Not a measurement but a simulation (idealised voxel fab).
The following is a process module called voxel wiring stack.
Xsec cut, 225 nm wide, square cell size 5 nm.
For the purposes of this document, a cross-section shall be understood as a grid of square cells, specified as bands listed in top-to-bottom order, each band consisting of one or more rows of cells.
The band entry comprises the height of the band's top followed by the height of its bottom, expressed in nm, and subsequently the band's materials from left to right, each stated together with its width in nm. Where a single material is marked with the word "all across", that material fills the band from edge to edge. The word "blank" represents empty space.
Heights are reckoned from 0. Under this level, the received wafer is all of one material. The bottommost band is open-ended downward, for example "0 and below".
Top row gets the first number, bottom row gets the second, and each row in between changes by the same step: that is how a band width like "30->40" works.
For the purposes of this document, the phrase "changes: none" attached to a step denotes that no cell within the cross-section was modified by that step.
The entry titled "Enclosed void inventory" provides the empty spaces that have no open way to the top, restricted to those of 8 cells or more. Each is presented as width x height at distance, the distance being measured from the left edge, with all three in nm.
after a step's settings: what the simulator itself notes on the step
The optional step-line setting "overlay nm" applies to steps with a mask and quantifies how far to the right of its planned location the mask lay, a negative value indicating leftward placement.

### Planned process steps
1 RECEIVE,material Si
2 CONFORMAL_DEP,material SiO2,thk nm 15
3 CONFORMAL_DEP,material SiCN,thk nm 5
4 DIRECTIONAL_DEP,material SiO2,thk nm 25
5 PATTERN,tone open,mask id METAL_1,material resist,width nm 25,pitch nm 45,thk nm 15,overlay nm 0
6 DIRECTIONAL_ETCH,etch materials SiO2,depth nm 25
7 DIRECTIONAL_ETCH,etch materials SiCN,depth nm 5
8 STRIP,etch materials resist
9 CONFORMAL_DEP,material TiN,thk nm 5
10 FILL_DEP,material W,thk nm 5
11 CMP,height nm 45
12 CONFORMAL_DEP,material SiCN,thk nm 5
13 DIRECTIONAL_DEP,material lowk,thk nm 25
14 PATTERN,tone open,mask id METAL_2,material resist,width nm 25,pitch nm 45,thk nm 15,overlay nm 0
15 DIRECTIONAL_ETCH,etch materials lowk,depth nm 15
16 STRIP,etch materials resist
17 PATTERN,tone open,mask id METAL_2_HOLES,material resist,width nm 15,pitch nm 45,thk nm 15,overlay nm 0
18 DIRECTIONAL_ETCH,etch materials lowk,depth nm 10
19 DIRECTIONAL_ETCH,etch materials SiCN,depth nm 5
20 STRIP,etch materials resist
21 CONFORMAL_DEP,material TiN,thk nm 5
22 FILL_DEP,material Cu,thk nm 5
23 CMP,height nm 75
24 CONFORMAL_DEP,material SiCN,thk nm 5
25 DIRECTIONAL_DEP,material SiO2,thk nm 15
26 PATTERN,tone open,mask id PLUG_2,material resist,width nm 15,pitch nm 90,thk nm 15,overlay nm 0
27 DIRECTIONAL_ETCH,etch materials SiO2,depth nm 15
28 DIRECTIONAL_ETCH,etch materials SiCN,depth nm 5
29 STRIP,etch materials resist
30 CONFORMAL_DEP,material TiN,thk nm 5
31 FILL_DEP,material Cu,thk nm 5
32 CMP,height nm 95
33 DIRECTIONAL_DEP,material TiN,thk nm 5
34 DIRECTIONAL_DEP,material W,thk nm 20
35 DIRECTIONAL_DEP,material aC,thk nm 10
36 PATTERN,tone cover,mask id METAL_3,material resist,width nm 25,pitch nm 45,thk nm 25,overlay nm 0
37 DIRECTIONAL_ETCH,etch materials aC,depth nm 10
38 STRIP,etch materials resist
39 DIRECTIONAL_ETCH,etch materials W,depth nm 20
40 DIRECTIONAL_ETCH,etch materials TiN,depth nm 5
41 STRIP,etch materials aC
42 CONFORMAL_DEP,material SiCN,thk nm 5
43 FILL_DEP,material SiO2,thk nm 10
44 CMP,height nm 120
45 CONFORMAL_DEP,material SiCN,thk nm 5
46 DIRECTIONAL_DEP,material lowk,thk nm 25
47 PATTERN,tone open,mask id METAL_4,material resist,width nm 25,pitch nm 45,thk nm 15,overlay nm 0
48 DIRECTIONAL_ETCH,etch materials lowk,depth nm 15
49 STRIP,etch materials resist
50 DIRECTIONAL_DEP,material aC,thk nm 10
51 PATTERN,tone open,mask id METAL_4_HOLES,material resist,width nm 15,pitch nm 45,thk nm 30,overlay nm 0
52 DIRECTIONAL_ETCH,etch materials aC,depth nm 10
53 STRIP,etch materials resist
54 DIRECTIONAL_ETCH,etch materials lowk,depth nm 10
55 DIRECTIONAL_ETCH,etch materials SiCN,depth nm 5
56 STRIP,etch materials aC
57 CONFORMAL_DEP,material TiN,thk nm 5
58 FILL_DEP,material Ru,thk nm 10
59 CMP,height nm 150
60 CONFORMAL_DEP,material SiCN,thk nm 5

### Cross-section, incoming material, after step 1
> 0 and below  Si all across
> Enclosed void inventory: none

### One mistake in running the module, otherwise start and plan as above: cross-section at the end
> 155 down to 150  SiCN all across
> 150 down to 140  40->25 of Ru, then 5->20 of TiN, then 10 of lowk, then 5 of TiN, then 25->10 of Ru, then 5->20 of TiN, then 10 of lowk, then 5 of TiN, then 25->10 of Ru, then 5->20 of TiN, then 10 of lowk, then 5 of TiN, then 25->10 of Ru, then 5->20 of TiN, then 10 of lowk, then 5 of TiN, then 30 of Ru
> 140 down to 135  30 of TiN, then 25 of lowk, then 20 of TiN, then 25 of lowk, then 20 of TiN, then 25 of lowk, then 20 of TiN, then 25 of lowk, then 35 of TiN
> 135 down to 125  lowk all across
> 125 down to 120  SiCN all across
> 120 down to 100  25 of SiO2, then 5 of SiCN, then 25 of W, then 5 of SiCN, then 10 of SiO2, then 5 of SiCN, then 25 of W, then 5 of SiCN, then 10 of SiO2, then 5 of SiCN, then 25 of W, then 5 of SiCN, then 10 of SiO2, then 5 of SiCN, then 25 of W, then 5 of SiCN, then 30 of SiO2
> 100 down to 95  30 of SiCN, then 25 of TiN, then 20 of SiCN, then 25 of TiN, then 20 of SiCN, then 25 of TiN, then 20 of SiCN, then 25 of TiN, then 35 of SiCN
> 95 down to 80  30 of SiO2, then 5 of TiN, then 5 of Cu, then 5 of TiN, then 75 of SiO2, then 5 of TiN, then 5 of Cu, then 5 of TiN, then 90 of SiO2
> 80 down to 75  30 of SiCN, then 15 of TiN, then 75 of SiCN, then 15 of TiN, then 90 of SiCN
> 75 down to 65  30 of lowk, then 5 of TiN, then 15 of Cu, then 5 of TiN, then 20 of lowk, then 5 of TiN, then 15 of Cu, then 5 of TiN, then 20 of lowk, then 5 of TiN, then 15 of Cu, then 5 of TiN, then 20 of lowk, then 5 of TiN, then 15 of Cu, then 5 of TiN, then 35 of lowk
> 65 down to 60  30 of lowk, then 5 of TiN, then 5 of Cu, then 15 of TiN, then 20 of lowk, then 5 of TiN, then 5 of Cu, then 15 of TiN, then 20 of lowk, then 5 of TiN, then 5 of Cu, then 15 of TiN, then 20 of lowk, then 5 of TiN, then 5 of Cu, then 15 of TiN, then 35 of lowk
> 60 down to 50  30 of lowk, then 5 of TiN, then 5 of Cu, then 5 of TiN, then 30 of lowk, then 5 of TiN, then 5 of Cu, then 5 of TiN, then 30 of lowk, then 5 of TiN, then 5 of Cu, then 5 of TiN, then 30 of lowk, then 5 of TiN, then 5 of Cu, then 5 of TiN, then 45 of lowk
> 50 down to 45  30 of SiCN, then 15 of TiN, then 30 of SiCN, then 15 of TiN, then 30 of SiCN, then 15 of TiN, then 30 of SiCN, then 15 of TiN, then 45 of SiCN
> 45 down to 20  30 of SiO2, then 5 of TiN, then 15 of W, then 5 of TiN, then 20 of SiO2, then 5 of TiN, then 15 of W, then 5 of TiN, then 20 of SiO2, then 5 of TiN, then 15 of W, then 5 of TiN, then 20 of SiO2, then 5 of TiN, then 15 of W, then 5 of TiN, then 35 of SiO2
> 20 down to 15  30 of SiCN, then 25 of TiN, then 20 of SiCN, then 25 of TiN, then 20 of SiCN, then 25 of TiN, then 20 of SiCN, then 25 of TiN, then 35 of SiCN
> 15 down to 0  SiO2 all across
> 0 and below  Si all across
> Enclosed void inventory: none
Which mistake was made when the wafer was run? contrary to plan, step 47 was performed as PATTERN,tone cover,mask id METAL_4,material resist,width nm 25,pitch nm 45,thk nm 15,overlay nm 0
